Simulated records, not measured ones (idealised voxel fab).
process module | voxel ribs on slabs
cross-section cut | 160 nm wide | cells 5 nm
A cross-section is a grid of square cells, given in bands from the top down. A band is one or more rows of cells.
Each band's line starts with the height of the band's top and of its bottom, in nm. Then come its materials from left to right, each with its width in nm. One material with "throughout" fills the band from edge to edge. "air" is empty space.
Height 0 is the level under which the wafer as received is all one material. The lowest band goes on downwards, as in "0 down".
A width such as "30 to 40" changes by the same amount from each row of cells to the next, from the band's top row to its bottom row.
"no change" after a step means that no cell of the cross-section changed.
closed voids: empty space of 8 cells or more with no open way to the top, each as width x height at its distance from the left edge, in nm
after a step's settings: what the simulator itself notes on the step
overlay nm, on a step with a mask: how far to the right of its planned place the mask lay; to the left if negative
plan
1 op RECEIVE | material Si
2 op DIRECTIONAL_DEP | material SiO2 | thk nm 20
3 op DIRECTIONAL_DEP | material polySi | thk nm 20
4 op PATTERN | tone cover | mask id RIB | material resist | width nm 30 | thk nm 15 | overlay nm 0
5 op DIRECTIONAL_ETCH | etch materials polySi | depth nm 5
6 op STRIP | etch materials resist
7 op PATTERN | tone cover | mask id SLAB | material resist | width nm 60 | thk nm 20 | overlay nm 0
8 op DIRECTIONAL_ETCH | etch materials polySi | depth nm 15
9 op STRIP | etch materials resist
10 op FILL_DEP | material SiO2 | thk nm 20
11 op CMP | height nm 50
12 op DIRECTIONAL_DEP | material TiN | thk nm 10
13 op PATTERN | tone cover | mask id HEATER | material resist | width nm 40 | thk nm 15 | overlay nm 0
14 op DIRECTIONAL_ETCH | etch materials TiN | depth nm 10
15 op STRIP | etch materials resist
16 op CONFORMAL_DEP | material SiO2 | thk nm 5
as received, after step 1
  0 down: Si throughout
  closed voids: none
first wafer at the end, as planned
  65 to 60: air 55 | SiO2 50 | air 55
  60 to 55: air 55 | SiO2 5 | TiN 40 | SiO2 5 | air 55
  55 to 50: SiO2 60 | TiN 40 | SiO2 60
  50 to 40: SiO2 throughout
  40 to 35: SiO2 65 | polySi 30 | SiO2 65
  35 to 20: SiO2 50 | polySi 60 | SiO2 50
  20 to 0: SiO2 throughout
  0 down: Si throughout
  closed voids: none
second wafer at the end: like start, like plan, one mistake
  60 to 55: air 55 | SiO2 50 | air 55
  55 to 50: air 55 | SiO2 5 | TiN 40 | SiO2 5 | air 55
  50 to 45: SiO2 60 | TiN 40 | SiO2 60
  45 to 40: SiO2 throughout
  40 to 35: SiO2 65 | polySi 30 | SiO2 65
  35 to 20: SiO2 50 | polySi 60 | SiO2 50
  20 to 0: SiO2 throughout
  0 down: Si throughout
  closed voids: none
what went wrong: step 11 ran as: op CMP | height nm 45
at the end the second wafer has, in cells: 32 fewer of SiO2
